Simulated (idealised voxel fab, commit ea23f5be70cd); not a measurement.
The following is a process module called voxel trench capacitor.
Square cell edge 5 nm, section width 255 nm, ID cut.
Cross-section format: a grid of square cells, given as bands from top to bottom; each band is one or more rows of cells. It is stipulated that each band's entry specify, in nanometres, the height of the top of the band and then that of its bottom, followed by the materials of the band in left-to-right sequence, each together with its width in nanometres. A single material marked by the word "full width" is understood to fill the band from edge to edge; the word "empty" is understood to denote empty space. Measure heights from 0. That's the level where, below it, the as-received wafer is all one material. The lowest band is bottomless and extends downward; write it as in "top 0, no bottom". When a width is written as two numbers, as in "30->40", the first number is the width in the top row of cells of the band and the second is the width in its bottom row, and the width changes by the same amount from each row to the next. It should be understood that the words "nothing different", when stated for a given step, signify that the cross-section underwent no change in any of its cells during that step. "Closed empty spaces" specifies each empty space that is not open to the top and that occupies no fewer than 8 cells, using the form width x height at distance, the distance measured from the left edge and all three quantities in nm. What comes after the settings on a step's line is commentary from the simulator itself on that step. overlay nm: on a step with a mask, how far right of its planned place the mask lay; negative means left.
# Intended process steps
- 1: RECEIVE | material Si
- 2: CONFORMAL_DEP | material SiN | thk nm 10
- 3: MASKED_ETCH | tone open | mask id TRENCH | width nm 25 | pitch nm 50 | etch materials SiN | depth nm 10 | overlay nm 0
- 4: MASKED_ETCH | tone open | mask id TRENCH | width nm 25 | pitch nm 50 | etch materials Si | depth nm 40 | overlay nm 0
- 5: CONFORMAL_DEP | material Al2O3 | thk nm 5
- 6: CONFORMAL_DEP | material TiN | thk nm 5
- 7: FILL_DEP | material W | thk nm 5
- 8: CMP | height nm 10
# Step 1 complete: cross-section of the wafer as received
  top 0, no bottom: Si full width
  Closed empty spaces: none
# Same starting wafer, same plan as above, one mistake in the execution; this is the cross-section at the end of the module
  top 10, bottom 5: TiN (85)  Al2O3 (5)  SiN (25)  Al2O3 (5)  TiN (15)  Al2O3 (5)  SiN (25)  Al2O3 (5)  TiN (85)
  top 5, bottom 0: Al2O3 (90)  SiN (25)  Al2O3 (25)  SiN (25)  Al2O3 (90)
  top 0, no bottom: Si full width
  Closed empty spaces: none
So what did we get wrong on this run? step 3: run off-plan, actual operation and settings MASKED_ETCH | tone cover | mask id TRENCH | width nm 25 | pitch nm 50 | etch materials SiN | depth nm 10 | overlay nm 0
